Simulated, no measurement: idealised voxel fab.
process module | voxel spacer lines
cross-section cut | 175 nm wide | cells 5 nm
A cross-section is a grid of square cells, given in bands from the top down. A band is one or more rows of cells.
Each band's line starts with the height of the band's top and of its bottom, in nm. Then come its materials from left to right, each with its width in nm. One material with "throughout" fills the band from edge to edge. "air" is empty space.
Height 0 is the level under which the wafer as received is all one material. The lowest band goes on downwards, as in "0 down".
A width such as "30 to 40" changes by the same amount from each row of cells to the next, from the band's top row to its bottom row.
"no change" after a step means that no cell of the cross-section changed.
closed voids: empty space of 8 cells or more with no open way to the top, each as width x height at its distance from the left edge, in nm
after a step's settings: what the simulator itself notes on the step
overlay nm, on a step with a mask: how far to the right of its planned place the mask lay; to the left if negative
plan
1 op RECEIVE | material Si
2 op CONFORMAL_DEP | material Al2O3 | thk nm 5
3 op DIRECTIONAL_DEP | material W | thk nm 15
4 op DIRECTIONAL_DEP | material aC | thk nm 30
5 op PATTERN | tone cover | mask id MANDREL | material resist | width nm 20 | pitch nm 70 | thk nm 35 | overlay nm -15
6 op DIRECTIONAL_ETCH | etch materials aC | depth nm 30
7 op STRIP | etch materials resist
8 op CONFORMAL_DEP | material SiN | thk nm 15
9 op DIRECTIONAL_ETCH | etch materials SiN | depth nm 15
10 op STRIP | etch materials aC
11 op DIRECTIONAL_ETCH | etch materials W | depth nm 15
12 op STRIP | etch materials SiN
13 op FILL_DEP | material SiO2 | thk nm 5
14 op CMP | height nm 20
varied across the wafers: overlay nm of step 5. The plan shows the first wafer's value. All wafers start alike
first wafer as received, after step 1
  0 down: Si throughout
  closed voids: none
first wafer at the end, after step 14
  20 to 5: SiO2 10 | W 15 | SiO2 20 | W 15 | SiO2 20 | W 15 | SiO2 20 | W 15 | SiO2 45
  5 to 0: Al2O3 throughout
  0 down: Si throughout
  closed voids: none
last wafer at the end
  20 to 5: SiO2 40 | W 15 | SiO2 20 | W 15 | SiO2 20 | W 15 | SiO2 20 | W 15 | SiO2 15
  5 to 0: Al2O3 throughout
  0 down: Si throughout
  closed voids: none
each wafer at the end: cells of each material gained (+) or lost (-) since it was received, then its closed voids
overlay nm -15 | +35 Al2O3 | +69 SiO2 | +36 W | closed voids: none
overlay nm -10 | +35 Al2O3 | +69 SiO2 | +36 W | closed voids: none
overlay nm -5 | +35 Al2O3 | +69 SiO2 | +36 W | closed voids: none
overlay nm 0 | +35 Al2O3 | +69 SiO2 | +36 W | closed voids: none
overlay nm 5 | +35 Al2O3 | +69 SiO2 | +36 W | closed voids: none
overlay nm 10 | +35 Al2O3 | +69 SiO2 | +36 W | closed voids: none
overlay nm 15 | +35 Al2O3 | +69 SiO2 | +36 W | closed voids: none
